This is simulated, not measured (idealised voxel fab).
process module | voxel capacitor over wiring
cross-section cut | 245 nm wide | cells 5 nm
A cross-section is a grid of square cells, given in bands from the top down. A band is one or more rows of cells.
Each band's line starts with the height of the band's top and of its bottom, in nm. Then come its materials from left to right, each with its width in nm. One material with "throughout" fills the band from edge to edge. "air" is empty space.
Height 0 is the level under which the wafer as received is all one material. The lowest band goes on downwards, as in "0 down".
A width such as "30 to 40" changes by the same amount from each row of cells to the next, from the band's top row to its bottom row.
"no change" after a step means that no cell of the cross-section changed.
closed voids: empty space of 8 cells or more with no open way to the top, each as width x height at its distance from the left edge, in nm
after a step's settings: what the simulator itself notes on the step
overlay nm, on a step with a mask: how far to the right of its planned place the mask lay; to the left if negative
plan
1 op RECEIVE | material Si
2 op CONFORMAL_DEP | material SiO2 | thk nm 15
3 op DIRECTIONAL_DEP | material TiN | thk nm 5
4 op DIRECTIONAL_DEP | material W | thk nm 15
5 op MASKED_ETCH | tone cover | mask id METAL_1 | width nm 20 | pitch nm 85 | etch materials W | depth nm 15 | overlay nm 0
6 op MASKED_ETCH | tone cover | mask id METAL_1 | width nm 20 | pitch nm 85 | etch materials TiN | depth nm 5 | overlay nm 0
7 op CONFORMAL_DEP | material SiN | thk nm 5
8 op FILL_DEP | material lowk | thk nm 10
9 op CMP | height nm 35
10 op CONFORMAL_DEP | material SiCN | thk nm 5
11 op DIRECTIONAL_DEP | material lowk | thk nm 20
12 op MASKED_ETCH | tone open | mask id PLUG_1 | width nm 15 | etch materials lowk | depth nm 20 | overlay nm 0
13 op MASKED_ETCH | tone open | mask id PLUG_1 | width nm 15 | etch materials SiCN | depth nm 5 | overlay nm 0
14 op EPI | material Ru | thk nm 10
15 op EPI | material Ru | thk nm 10
16 op EPI | material Ru | thk nm 5
17 op DIRECTIONAL_DEP | material TiN | thk nm 5
18 op DIRECTIONAL_DEP | material Al2O3 | thk nm 5
19 op DIRECTIONAL_DEP | material TiN | thk nm 5
20 op PATTERN | tone cover | mask id UPPER_PLATE | material resist | width nm 70 | thk nm 15 | overlay nm 0
21 op DIRECTIONAL_ETCH | etch materials TiN | depth nm 5
22 op DIRECTIONAL_ETCH | etch materials Al2O3 | depth nm 5
23 op STRIP | etch materials resist
24 op PATTERN | tone cover | mask id LOWER_PLATE | material resist | width nm 80 | thk nm 20 | overlay nm 0
25 op DIRECTIONAL_ETCH | etch materials TiN | depth nm 5
26 op STRIP | etch materials resist
27 op FILL_DEP | material SiO2 | thk nm 20
28 op CMP | height nm 90
29 op MASKED_ETCH | tone open | mask id PLUG_2 | width nm 15 | etch materials SiO2 | depth nm 15 | overlay nm 0
30 op CONFORMAL_DEP | material TiN | thk nm 5
31 op FILL_DEP | material Ru | thk nm 10
32 op CMP | height nm 90
33 op CONFORMAL_DEP | material SiN | thk nm 5
as received, after step 1
  0 down: Si throughout
  closed voids: none
a wafer at the end: this start, this plan, one mistake
  95 to 90: SiN throughout
  90 to 80: SiO2 85 | W 5 | Ru 5 | W 5 | SiO2 145
  80 to 75: SiO2 85 | W 15 | SiO2 145
  75 to 70: SiO2 75 | TiN 70 | SiO2 100
  70 to 65: SiO2 75 | Al2O3 70 | SiO2 100
  65 to 60: SiO2 70 | TiN 80 | SiO2 95
  60 to 40: lowk 75 | Ru 15 | lowk 155
  40 to 35: SiCN 75 | Ru 15 | SiCN 155
  35 to 20: lowk 65 | SiN 5 | W 20 | SiN 5 | lowk 55 | SiN 5 | W 20 | SiN 5 | lowk 65
  20 to 15: SiN 70 | TiN 20 | SiN 65 | TiN 20 | SiN 70
  15 to 0: SiO2 throughout
  0 down: Si throughout
  closed voids: none
what went wrong: step 30 ran as: op CONFORMAL_DEP | material W | thk nm 5
